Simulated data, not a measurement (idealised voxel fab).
process module | voxel transistor to metal
cross-section cut | 175 nm wide | cells 5 nm
A cross-section is a grid of square cells, given in bands from the top down. A band is one or more rows of cells.
Each band's line starts with the height of the band's top and of its bottom, in nm. Then come its materials from left to right, each with its width in nm. One material with "throughout" fills the band from edge to edge. "air" is empty space.
Height 0 is the level under which the wafer as received is all one material. The lowest band goes on downwards, as in "0 down".
A width such as "30 to 40" changes by the same amount from each row of cells to the next, from the band's top row to its bottom row.
"no change" after a step means that no cell of the cross-section changed.
closed voids: empty space of 8 cells or more with no open way to the top, each as width x height at its distance from the left edge, in nm
after a step's settings: what the simulator itself notes on the step
overlay nm, on a step with a mask: how far to the right of its planned place the mask lay; to the left if negative
plan
1 op RECEIVE | material Si
2 op OXIDIZE | depth nm 5
3 op CONFORMAL_DEP | material SiN | thk nm 15
4 op PATTERN | tone cover | mask id ACTIVE | material resist | width nm 105 | thk nm 15 | overlay nm 0
5 op DIRECTIONAL_ETCH | etch materials SiN | depth nm 15
6 op DIRECTIONAL_ETCH | etch materials SiO2 | depth nm 5
7 op DIRECTIONAL_ETCH | etch materials Si | depth nm 30
8 op STRIP | etch materials resist
9 op OXIDIZE | depth nm 5
10 op FILL_DEP | material SiO2 | thk nm 15
11 op CMP | height nm 15
12 op SELECTIVE_ETCH | etch materials SiO2 | depth nm 5
13 op STRIP | etch materials SiN
14 op SELECTIVE_ETCH | etch materials SiO2 | depth nm 5
15 op OXIDIZE | depth nm 5
16 op DIRECTIONAL_DEP | material polySi | thk nm 30
17 op DIRECTIONAL_DEP | material SiCN | thk nm 10
18 op DIRECTIONAL_DEP | material aC | thk nm 10
19 op PATTERN | tone cover | mask id GATE | material resist | width nm 25 | thk nm 30 | overlay nm 0
20 op DIRECTIONAL_ETCH | etch materials aC | depth nm 10
21 op STRIP | etch materials resist
22 op DIRECTIONAL_ETCH | etch materials SiCN | depth nm 20
23 op DIRECTIONAL_ETCH | etch materials polySi | depth nm 40
24 op STRIP | etch materials aC
25 op CONFORMAL_DEP | material SiN | thk nm 10
26 op DIRECTIONAL_ETCH | etch materials SiN | depth nm 10
27 op DIRECTIONAL_ETCH | etch materials SiO2 | depth nm 5
28 op DIRECTIONAL_ETCH | etch materials Si | depth nm 10
29 op EPI | material SiGe | thk nm 10
30 op FILL_DEP | material SiO2 | thk nm 10
31 op CMP | height nm 25
32 op STRIP | etch materials polySi
33 op SELECTIVE_ETCH | etch materials SiO2 | depth nm 5
34 op CONFORMAL_DEP | material HfO2 | thk nm 5
35 op CONFORMAL_DEP | material TiN | thk nm 5
36 op FILL_DEP | material W | thk nm 5
37 op CMP | height nm 20
38 op DIRECTIONAL_DEP | material SiO2 | thk nm 15
39 op MASKED_ETCH | tone open | mask id CONTACT | width nm 20 | pitch nm 75 | etch materials SiO2 | depth nm 45 | overlay nm 0
40 op CONFORMAL_DEP | material TiN | thk nm 5
41 op FILL_DEP | material Ru | thk nm 5
42 op CMP | height nm 35
43 op DIRECTIONAL_DEP | material TiN | thk nm 5
44 op DIRECTIONAL_DEP | material W | thk nm 25
45 op DIRECTIONAL_DEP | material aC | thk nm 15
46 op PATTERN | tone cover | mask id METAL_1 | material resist | width nm 20 | pitch nm 75 | thk nm 35 | overlay nm 0
47 op DIRECTIONAL_ETCH | etch materials aC | depth nm 15
48 op STRIP | etch materials resist
49 op DIRECTIONAL_ETCH | etch materials W | depth nm 25
50 op DIRECTIONAL_ETCH | etch materials TiN | depth nm 5
51 op STRIP | etch materials aC
52 op FILL_DEP | material SiO2 | thk nm 5
53 op CMP | height nm 65
54 op CONFORMAL_DEP | material SiCN | thk nm 5
55 op DIRECTIONAL_DEP | material lowk | thk nm 30
56 op DIRECTIONAL_DEP | material aC | thk nm 15
57 op PATTERN | tone open | mask id METAL_2 | material resist | width nm 20 | pitch nm 75 | thk nm 30 | overlay nm 0
58 op DIRECTIONAL_ETCH | etch materials aC | depth nm 15
59 op STRIP | etch materials resist
60 op DIRECTIONAL_ETCH | etch materials lowk | depth nm 15
61 op STRIP | etch materials aC
62 op DIRECTIONAL_DEP | material aC | thk nm 15
63 op PATTERN | tone open | mask id METAL_2_HOLES | material resist | width nm 15 | pitch nm 75 | thk nm 30 | overlay nm 0
64 op DIRECTIONAL_ETCH | etch materials aC | depth nm 15
65 op STRIP | etch materials resist
66 op DIRECTIONAL_ETCH | etch materials lowk | depth nm 15
67 op DIRECTIONAL_ETCH | etch materials SiCN | depth nm 5
68 op STRIP | etch materials aC
69 op CONFORMAL_DEP | material TiN | thk nm 5
70 op FILL_DEP | material Cu | thk nm 5
71 op CMP | height nm 100
72 op CONFORMAL_DEP | material SiN | thk nm 5
as received, after step 1
  0 down: Si throughout
  closed voids: none
a wafer at the end: this start, this plan, one mistake
  105 to 100: SiN throughout
  100 to 90: lowk 40 | TiN 5 | Cu 10 | TiN 5 | lowk 55 | TiN 5 | Cu 10 | TiN 5 | lowk 40
  90 to 85: lowk 40 | TiN 5 | Cu 5 | TiN 10 | lowk 55 | TiN 5 | Cu 5 | TiN 10 | lowk 40
  85 to 75: lowk 40 | TiN 5 | Cu 5 | TiN 5 | lowk 60 | TiN 5 | Cu 5 | TiN 5 | lowk 45
  75 to 70: lowk 40 | TiN 15 | lowk 60 | TiN 15 | lowk 45
  70 to 65: Ru throughout
  65 to 40: SiO2 40 | W 20 | SiO2 55 | W 20 | SiO2 40
  40 to 35: SiO2 40 | TiN 20 | SiO2 55 | TiN 20 | SiO2 40
  35 to 20: SiO2 40 | TiN 5 | Ru 10 | TiN 5 | SiO2 55 | TiN 5 | Ru 10 | TiN 5 | SiO2 40
  20 to 5: SiO2 40 | TiN 5 | Ru 10 | TiN 5 | SiO2 5 | SiN 10 | HfO2 5 | TiN 5 | W 5 | TiN 5 | HfO2 5 | SiN 10 | SiO2 5 | TiN 5 | Ru 10 | TiN 5 | SiO2 40
  5 to 0: SiO2 30 | SiN 10 | TiN 5 | Ru 5 | TiN 10 | SiO2 5 | SiN 10 | HfO2 5 | TiN 5 | W 5 | TiN 5 | HfO2 5 | SiN 10 | SiO2 5 | TiN 10 | Ru 5 | TiN 5 | SiN 10 | SiO2 30
  0 to -5: SiO2 30 | SiN 10 | TiN 5 | Ru 5 | TiN 5 | SiGe 10 | SiN 10 | HfO2 5 | TiN 15 | HfO2 5 | SiN 10 | SiGe 10 | TiN 5 | Ru 5 | TiN 5 | SiN 10 | SiO2 30
  -5 to -10: SiO2 40 | TiN 15 | SiGe 10 | SiO2 5 | HfO2 35 | SiO2 5 | SiGe 10 | TiN 15 | SiO2 40
  -10 to -20: SiO2 40 | SiGe 25 | Si 45 | SiGe 25 | SiO2 40
  -20 to -40: SiO2 40 | Si 95 | SiO2 40
  -40 down: Si throughout
  closed voids: none
what went wrong: step 54 ran as: op CONFORMAL_DEP | material Ru | thk nm 5
